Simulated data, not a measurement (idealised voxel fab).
Title: Process Module voxel wiring stack
In the cross-section labelled cut, the width is 225 nm and each square cell is 5 nm.
Reading order for cross-sections: top band down to bottom band. Underlying form: a grid of square cells. Band size: one or more rows of cells.
The band entry comprises the height of the band's top followed by the height of its bottom, expressed in nm, and subsequently the band's materials from left to right, each stated together with its width in nm. Where a single material is marked with the word "edge to edge", that material fills the band from edge to edge. The word "air" represents empty space.
Heights are reckoned from 0. Under this level, the received wafer is all of one material. The bottommost band is open-ended downward, for example "0 nm and below".
Per-row width for "30 to 40": begins at first number (top row of band), ends at second number (bottom row), increment between rows held constant.
The designation "identical to before", where it is given for a processing step, indicates that no cell of the cross-section was altered in the course of that step.
Any empty space of 8 cells or more lacking an open way to the top shows up in "Sealed internal voids" as width x height at distance, distance from the left edge, in nm.
Note: text after step settings on the step line = simulator remark on that step.
overlay nm: where the mask lay relative to plan, measured to the right, on steps with a mask; negatives go left.
[Set out below are the planned steps of the process]
1) RECEIVE with material Si
2) CONFORMAL_DEP with material SiO2, thk nm 10
3) CONFORMAL_DEP with material SiCN, thk nm 5
4) DIRECTIONAL_DEP with material SiO2, thk nm 15
5) DIRECTIONAL_DEP with material aC, thk nm 15
6) PATTERN with tone open, mask id METAL_1, material resist, width nm 25, pitch nm 50, thk nm 30, overlay nm 0
7) DIRECTIONAL_ETCH with etch materials aC, depth nm 15
8) STRIP with etch materials resist
9) DIRECTIONAL_ETCH with etch materials SiO2, depth nm 15
10) DIRECTIONAL_ETCH with etch materials SiCN, depth nm 5
11) STRIP with etch materials aC
12) CONFORMAL_DEP with material TiN, thk nm 5
13) FILL_DEP with material Cu, thk nm 10
14) CMP with height nm 30
15) CONFORMAL_DEP with material SiCN, thk nm 5
16) DIRECTIONAL_DEP with material lowk, thk nm 15
17) MASKED_ETCH with tone open, mask id PLUG_1, width nm 15, pitch nm 50, etch materials lowk, depth nm 15, overlay nm 0
18) MASKED_ETCH with tone open, mask id PLUG_1, width nm 15, pitch nm 50, etch materials SiCN, depth nm 5, overlay nm 0
19) CONFORMAL_DEP with material TiN, thk nm 5
20) FILL_DEP with material Ru, thk nm 10
21) CMP with height nm 40
22) DIRECTIONAL_DEP with material TiN, thk nm 5
23) DIRECTIONAL_DEP with material W, thk nm 15
24) PATTERN with tone cover, mask id METAL_2, material resist, width nm 25, pitch nm 50, thk nm 20, overlay nm 0
25) DIRECTIONAL_ETCH with etch materials W, depth nm 15
26) DIRECTIONAL_ETCH with etch materials TiN, depth nm 5
27) STRIP with etch materials resist
28) CONFORMAL_DEP with material SiN, thk nm 5
29) FILL_DEP with material lowk, thk nm 5
30) CMP with height nm 70
31) CONFORMAL_DEP with material SiCN, thk nm 5
The value of height nm given for step 21 in the plan refers to the first wafer; the wafers vary in this setting and are alike at the start.
[As-received state after step 1, first of several wafers, cross-section]
> 0 nm and below  Si edge to edge
> Sealed internal voids: none
[Wafer rows, end of module: cells per material gained (+) or lost (-) since receipt; closed voids last]
height nm 40 | +18 Cu | +2 Ru | +119 SiCN | +61 SiN | +195 SiO2 | +42 TiN | +30 W | +208 lowk | Sealed internal voids: none
height nm 45 | +18 Cu | +4 Ru | +119 SiCN | +61 SiN | +195 SiO2 | +46 TiN | +30 W | +202 lowk | Sealed internal voids: none
height nm 50 | +18 Cu | +6 Ru | +119 SiCN | +47 SiN | +195 SiO2 | +50 TiN | +30 W | +210 lowk | Sealed internal voids: none
height nm 55 | +18 Cu | +8 Ru | +119 SiCN | +43 SiN | +195 SiO2 | +93 TiN | +20 W | +179 lowk | Sealed internal voids: none
height nm 60 | +18 Cu | +53 Ru | +119 SiCN | +39 SiN | +195 SiO2 | +93 TiN | +10 W | +148 lowk | Sealed internal voids: none
height nm 65 | +18 Cu | +98 Ru | +119 SiCN | +35 SiN | +195 SiO2 | +93 TiN | +117 lowk | Sealed internal voids: none
